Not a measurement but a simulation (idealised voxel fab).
The name of this process module is voxel air gaps.
285 nm wide, 5 nm square cells: that's cross-section cut.
Heads up, the way a cross-section reads in here is a grid of square cells, handed over as bands from the top down, with every band being one or more rows of cells.
Quick guide to a band line: top height, bottom height (nm) up front; then every material left to right with its width in nm. Only one material and it's marked "everywhere"? Then it fills the band edge to edge. And "blank" just means empty space.
Height datum 0, below which the as-received substrate wafer is one material. Lowest band open at the bottom, running downward: "from 0 down".
A width such as "30..40" changes by the same amount from each row of cells to the next, from the band's top row to its bottom row.
It should be understood that the words "nothing changed", when stated for a given step, signify that the cross-section underwent no change in any of its cells during that step.
Enclosed voids (no open way to top), threshold 8 cells or more, entry "Closed void listing", notation width x height at distance, distance from left edge, nm.
Step line, after settings: the simulator's comment on this step.
"overlay nm", when on a step's line for a step with a mask, measures how far to the right of its planned place the mask lay; a negative measure means to the left.
# Steps in the process plan
1,RECEIVE [material Si]
2,CONFORMAL_DEP [material SiO2] [thk nm 10]
3,CONFORMAL_DEP [material SiCN] [thk nm 5]
4,DIRECTIONAL_DEP [material SiO2] [thk nm 40]
5,MASKED_ETCH [tone open] [mask id LINES] [width nm 25] [pitch nm 50] [etch materials SiO2] [depth nm 40] [overlay nm 0]
6,CONFORMAL_DEP [material TiN] [thk nm 5]
7,FILL_DEP [material W] [thk nm 10]
8,CMP [height nm 55]
9,EPI [material Ru] [thk nm 10]
10,SELECTIVE_ETCH [etch materials SiO2] [depth nm 50]
11,CONFORMAL_DEP [material SiCN] [thk nm 5]
# The following pertains to the first of two wafers, which was processed as planned
# Incoming wafer in cross-section (state: after step 1)
> from 0 down | Si everywhere
> Closed void listing: none
# Wafer section view after processing step 2
> from 10 to 0 | SiO2 everywhere
> Under the height 0 nothing was changed.
# Wafer section view after processing step 3
> from 15 to 10 | SiCN everywhere
> Under the height 10 nothing was changed.
# Wafer section view after processing step 4
> from 55 to 15 | SiO2 everywhere
> Under the height 15 nothing was changed.
# Wafer section view after processing step 5
> from 55 to 15 | SiO2: 80  blank: 25  SiO2: 25  blank: 25  SiO2: 25  blank: 25  SiO2: 80
> Under the height 15 nothing was changed.
# Wafer section view after processing step 6
> from 60 to 55 | TiN: 85  blank: 15  TiN: 35  blank: 15  TiN: 35  blank: 15  TiN: 85
> from 55 to 20 | SiO2: 80  TiN: 5  blank: 15  TiN: 5  SiO2: 25  TiN: 5  blank: 15  TiN: 5  SiO2: 25  TiN: 5  blank: 15  TiN: 5  SiO2: 80
> from 20 to 15 | SiO2: 80  TiN: 25  SiO2: 25  TiN: 25  SiO2: 25  TiN: 25  SiO2: 80
> Under the height 15 nothing was changed.
# Wafer section view after processing step 7
> from 70 to 60 | W everywhere
> from 60 to 55 | TiN: 85  W: 15  TiN: 35  W: 15  TiN: 35  W: 15  TiN: 85
> from 55 to 20 | SiO2: 80  TiN: 5  W: 15  TiN: 5  SiO2: 25  TiN: 5  W: 15  TiN: 5  SiO2: 25  TiN: 5  W: 15  TiN: 5  SiO2: 80
> Under the height 20 nothing was changed.
# Wafer section view after processing step 8
> from 55 to 20 | SiO2: 80  TiN: 5  W: 15  TiN: 5  SiO2: 25  TiN: 5  W: 15  TiN: 5  SiO2: 25  TiN: 5  W: 15  TiN: 5  SiO2: 80
> Under the height 20 nothing was changed.
# Wafer section view after processing step 9
> from 65 to 55 | blank: 70  Ru: 45  blank: 5  Ru: 45  blank: 5  Ru: 45  blank: 70
> Under the height 55 nothing was changed.
# Wafer section view after processing step 10
> from 65 to 55 | blank: 70  Ru: 45  blank: 5  Ru: 45  blank: 5  Ru: 45  blank: 70
> from 55 to 20 | blank: 80  TiN: 5  W: 15  TiN: 5  blank: 25  TiN: 5  W: 15  TiN: 5  blank: 25  TiN: 5  W: 15  TiN: 5  blank: 80
> from 20 to 15 | blank: 80  TiN: 25  blank: 25  TiN: 25  blank: 25  TiN: 25  blank: 80
> Under the height 15 nothing was changed.
# Wafer section view after processing step 11
> from 70 to 65 | blank: 65  SiCN: 155  blank: 65
> from 65 to 55 | blank: 65  SiCN: 5  Ru: 45  SiCN: 5  Ru: 45  SiCN: 5  Ru: 45  SiCN: 5  blank: 65
> from 55 to 50 | blank: 65  SiCN: 15  TiN: 5  W: 15  TiN: 5  SiCN: 25  TiN: 5  W: 15  TiN: 5  SiCN: 25  TiN: 5  W: 15  TiN: 5  SiCN: 15  blank: 65
> from 50 to 20 | blank: 75  SiCN: 5  TiN: 5  W: 15  TiN: 5  SiCN: 5  blank: 15  SiCN: 5  TiN: 5  W: 15  TiN: 5  SiCN: 5  blank: 15  SiCN: 5  TiN: 5  W: 15  TiN: 5  SiCN: 5  blank: 75
> from 20 to 15 | SiCN: 80  TiN: 25  SiCN: 25  TiN: 25  SiCN: 25  TiN: 25  SiCN: 80
> Under the height 15 nothing was changed.
> Closed void listing: 15 x 30 at 110; 15 x 30 at 160
# The Second Wafer: Common Origin and Plan, One Mistake in Execution, Identical to the First Through Step 1
# Second wafer, cut view, end of step 2 per plan
> from 5 to 0 | SiCN everywhere
> Under the height 0 nothing was changed.
# Second wafer, cut view, end of step 3 per plan
> from 15 to 5 | SiO2 everywhere
> Under the height 5 nothing was changed.
# Second wafer, cut view, end of step 4 per plan
> from 55 to 5 | SiO2 everywhere
> Under the height 5 nothing was changed.
# Second wafer, cut view, end of step 5 per plan
> from 55 to 15 | SiO2: 80  blank: 25  SiO2: 25  blank: 25  SiO2: 25  blank: 25  SiO2: 80
> Under the height 15 nothing was changed.
# Second wafer, cut view, end of step 6 per plan
> from 60 to 55 | TiN: 85  blank: 15  TiN: 35  blank: 15  TiN: 35  blank: 15  TiN: 85
> from 55 to 20 | SiO2: 80  TiN: 5  blank: 15  TiN: 5  SiO2: 25  TiN: 5  blank: 15  TiN: 5  SiO2: 25  TiN: 5  blank: 15  TiN: 5  SiO2: 80
> from 20 to 15 | SiO2: 80  TiN: 25  SiO2: 25  TiN: 25  SiO2: 25  TiN: 25  SiO2: 80
> Under the height 15 nothing was changed.
# Second wafer, cut view, end of step 7 per plan
> from 70 to 60 | W everywhere
> from 60 to 55 | TiN: 85  W: 15  TiN: 35  W: 15  TiN: 35  W: 15  TiN: 85
> from 55 to 20 | SiO2: 80  TiN: 5  W: 15  TiN: 5  SiO2: 25  TiN: 5  W: 15  TiN: 5  SiO2: 25  TiN: 5  W: 15  TiN: 5  SiO2: 80
> Under the height 20 nothing was changed.
# Second wafer, cut view, end of step 8 per plan
> from 55 to 20 | SiO2: 80  TiN: 5  W: 15  TiN: 5  SiO2: 25  TiN: 5  W: 15  TiN: 5  SiO2: 25  TiN: 5  W: 15  TiN: 5  SiO2: 80
> Under the height 20 nothing was changed.
# Second wafer, cut view, end of step 9 per plan
> from 65 to 55 | blank: 70  Ru: 45  blank: 5  Ru: 45  blank: 5  Ru: 45  blank: 70
> Under the height 55 nothing was changed.
# Second wafer, cut view, end of step 10 per plan
> from 65 to 55 | blank: 70  Ru: 45  blank: 5  Ru: 45  blank: 5  Ru: 45  blank: 70
> from 55 to 20 | blank: 80  TiN: 5  W: 15  TiN: 5  blank: 25  TiN: 5  W: 15  TiN: 5  blank: 25  TiN: 5  W: 15  TiN: 5  blank: 80
> from 20 to 15 | blank: 80  TiN: 25  blank: 25  TiN: 25  blank: 25  TiN: 25  blank: 80
> from 15 to 5 | blank: 90  SiO2: 5  blank: 45  SiO2: 5  blank: 45  SiO2: 5  blank: 90
> Under the height 5 nothing was changed.
# Second wafer, cut view, end of step 11 per plan
> from 70 to 65 | blank: 65  SiCN: 155  blank: 65
> from 65 to 55 | blank: 65  SiCN: 5  Ru: 45  SiCN: 5  Ru: 45  SiCN: 5  Ru: 45  SiCN: 5  blank: 65
> from 55 to 50 | blank: 65  SiCN: 15  TiN: 5  W: 15  TiN: 5  SiCN: 25  TiN: 5  W: 15  TiN: 5  SiCN: 25  TiN: 5  W: 15  TiN: 5  SiCN: 15  blank: 65
> from 50 to 20 | blank: 75  SiCN: 5  TiN: 5  W: 15  TiN: 5  SiCN: 5  blank: 15  SiCN: 5  TiN: 5  W: 15  TiN: 5  SiCN: 5  blank: 15  SiCN: 5  TiN: 5  W: 15  TiN: 5  SiCN: 5  blank: 75
> from 20 to 15 | blank: 75  SiCN: 5  TiN: 25  SiCN: 5  blank: 15  SiCN: 5  TiN: 25  SiCN: 5  blank: 15  SiCN: 5  TiN: 25  SiCN: 5  blank: 75
> from 15 to 10 | blank: 75  SiCN: 15  SiO2: 5  SiCN: 15  blank: 15  SiCN: 15  SiO2: 5  SiCN: 15  blank: 15  SiCN: 15  SiO2: 5  SiCN: 15  blank: 75
> from 10 to 5 | SiCN: 90  SiO2: 5  SiCN: 45  SiO2: 5  SiCN: 45  SiO2: 5  SiCN: 90
> Under the height 5 nothing was changed.
> Closed void listing: 15 x 40 at 110; 15 x 40 at 160
Misprocessing identified: ran 2 and 3 in swapped order versus the plan
Final difference in cells, second wafer against first, listed per material as more or fewer: SiCN +36; SiO2 -108
